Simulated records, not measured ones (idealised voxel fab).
Proc. module: voxel trench capacitor
Cross-sectional view cut (width: 295 nm; square cell size: 5 nm).
Cross-section = grid of square cells, listed top down in bands; band = one or more rows. Band entry format. Leading values: height of top, height of bottom, nm. Remainder: materials in left-to-right order, each with its width in nm. Special words: "all across" on a single material, which then fills the band edge to edge; "blank", empty space. Heights are expressed relative to 0, this being the level below which the as-received wafer comprises one material exclusively. The lowest band is unbounded in the downward direction and is denoted as in "top 0, no bottom". Read "30 to 40" as a graded width: first number on top, second number at the bottom, same change between each pair of neighbouring rows. "no modification" after a step means that no cell of the cross-section changed. The entry "Voids lacking openings" lists the empty spaces that cover at least 8 cells and have no open path to the top. Each is written as width x height at distance, where the distance is measured from the left edge and all three values are in nm. On a step's line, text after the settings is the simulator commenting on that step. The optional step-line setting "overlay nm" applies to steps with a mask and quantifies how far to the right of its planned location the mask lay, a negative value indicating leftward placement.
-- Intended process steps
1: RECEIVE,material Si
2: CONFORMAL_DEP,material SiN,thk nm 10
3: PATTERN,tone open,mask id TRENCH,material resist,width nm 15,pitch nm 35,thk nm 20,overlay nm 0
4: DIRECTIONAL_ETCH,etch materials SiN,depth nm 10
5: DIRECTIONAL_ETCH,etch materials Si,depth nm 25
6: STRIP,etch materials resist
7: CONFORMAL_DEP,material Al2O3,thk nm 5
8: FILL_DEP,material polySi,thk nm 5
9: CMP,height nm 10
-- So this is the incoming wafer in cross-section - it's already been through step 1
	top 0, no bottom  Si all across
	Voids lacking openings: none
-- first wafer at the end, as planned
	top 10, bottom 0  SiN (105); Al2O3 (5); polySi (5); Al2O3 (5); SiN (20); Al2O3 (5); polySi (5); Al2O3 (5); SiN (20); Al2O3 (5); polySi (5); Al2O3 (5); SiN (105)
	top 0, bottom -20  Si (105); Al2O3 (5); polySi (5); Al2O3 (5); Si (20); Al2O3 (5); polySi (5); Al2O3 (5); Si (20); Al2O3 (5); polySi (5); Al2O3 (5); Si (105)
	top -20, bottom -25  Si (105); Al2O3 (15); Si (20); Al2O3 (15); Si (20); Al2O3 (15); Si (105)
	top -25, no bottom  Si all across
	Voids lacking openings: none
-- Cross-section at end of module for the second wafer of two, which matched the first in starting point and plan and differed by one mistake in its processing
	top 10, bottom 0  SiN (110); polySi (5); SiN (30); polySi (5); SiN (30); polySi (5); SiN (110)
	top 0, bottom -20  Si (105); SiN (5); polySi (5); SiN (5); Si (20); SiN (5); polySi (5); SiN (5); Si (20); SiN (5); polySi (5); SiN (5); Si (105)
	top -20, bottom -25  Si (105); SiN (15); Si (20); SiN (15); Si (20); SiN (15); Si (105)
	top -25, no bottom  Si all across
	Voids lacking openings: none
Short version of what went wrong: step 7 was not run as planned; what actually ran was CONFORMAL_DEP,material SiN,thk nm 5
Wrapping up, a cell-based count of both wafers puts the second over or under the first for these materials: 45 fewer of Al2O3 | 45 more of SiN
